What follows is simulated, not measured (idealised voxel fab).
Module name: voxel gate over fins (process module)
The figure presents cross-section cut, which has a width of 250 nm and is divided into square cells with an edge length of 5 nm.
Format of a cross-section: grid, square cells. Given as bands. Order: top down. Band: one or more rows of cells.
Heights first: top, then bottom, in nm. Then materials, left to right, each with a width in nm. "throughout" on a single material: fills the band edge to edge. "blank": empty space.
Heights are reckoned from 0. Under this level, the received wafer is all of one material. The bottommost band is open-ended downward, for example "z 0 and below".
Width: "30->40" (first number = top row, second number = bottom row, same change from row to row of cells).
Any step labelled "everything unchanged" changed none of the cells in the cross-section.
"Closed voids list" - sealed voids, min. 8 cells, no opening to top; format: width x height at distance (distance from left edge; nm throughout).
The remark found on a step's line after its settings is issued by the simulator itself and pertains to that step.
"overlay nm" denotes, for a step that has a mask, the displacement of the mask to the right of its planned place, with negative values corresponding to the left.
[Set out below are the planned steps of the process]
1. RECEIVE,material Si
2. CONFORMAL_DEP,material SiN,thk nm 5
3. PATTERN,tone cover,mask id FINS,material resist,width nm 15,pitch nm 35,thk nm 20,overlay nm -15
4. DIRECTIONAL_ETCH,etch materials SiN,depth nm 5
5. DIRECTIONAL_ETCH,etch materials Si,depth nm 30
6. STRIP,etch materials resist
7. FILL_DEP,material SiO2,thk nm 10
8. CMP,height nm 5
9. SELECTIVE_ETCH,etch materials SiO2,depth nm 15
10. STRIP,etch materials SiN
11. CONFORMAL_DEP,material HfO2,thk nm 5
12. CONFORMAL_DEP,material TiN,thk nm 5
13. FILL_DEP,material W,thk nm 15
14. CMP,height nm 20
15. CONFORMAL_DEP,material SiN,thk nm 5
Be aware that, although all wafers share a common starting state, the overlay nm at step 3 differs among them, and the plan displays the first wafer's value.
[As-received cross-section, first of several wafers, post step 1]
    z 0 and below  Si throughout
    Closed voids list: none
[Each row below is a wafer at the end of the module, listing for every material the number of cells it has gained (+) or lost (-) since it was received, followed by its closed voids]
overlay nm -15; +62 HfO2; -246 Si; +50 SiN; +164 SiO2; +62 TiN; +158 W; Closed voids list: none
overlay nm -10; +62 HfO2; -246 Si; +50 SiN; +164 SiO2; +62 TiN; +158 W; Closed voids list: none
overlay nm -5; +62 HfO2; -246 Si; +50 SiN; +164 SiO2; +62 TiN; +158 W; Closed voids list: none
overlay nm 0; +62 HfO2; -246 Si; +50 SiN; +164 SiO2; +62 TiN; +158 W; Closed voids list: none
overlay nm 5; +62 HfO2; -246 Si; +50 SiN; +164 SiO2; +62 TiN; +158 W; Closed voids list: none
overlay nm 10; +62 HfO2; -246 Si; +50 SiN; +164 SiO2; +62 TiN; +158 W; Closed voids list: none
overlay nm 15; +62 HfO2; -246 Si; +50 SiN; +164 SiO2; +62 TiN; +158 W; Closed voids list: none
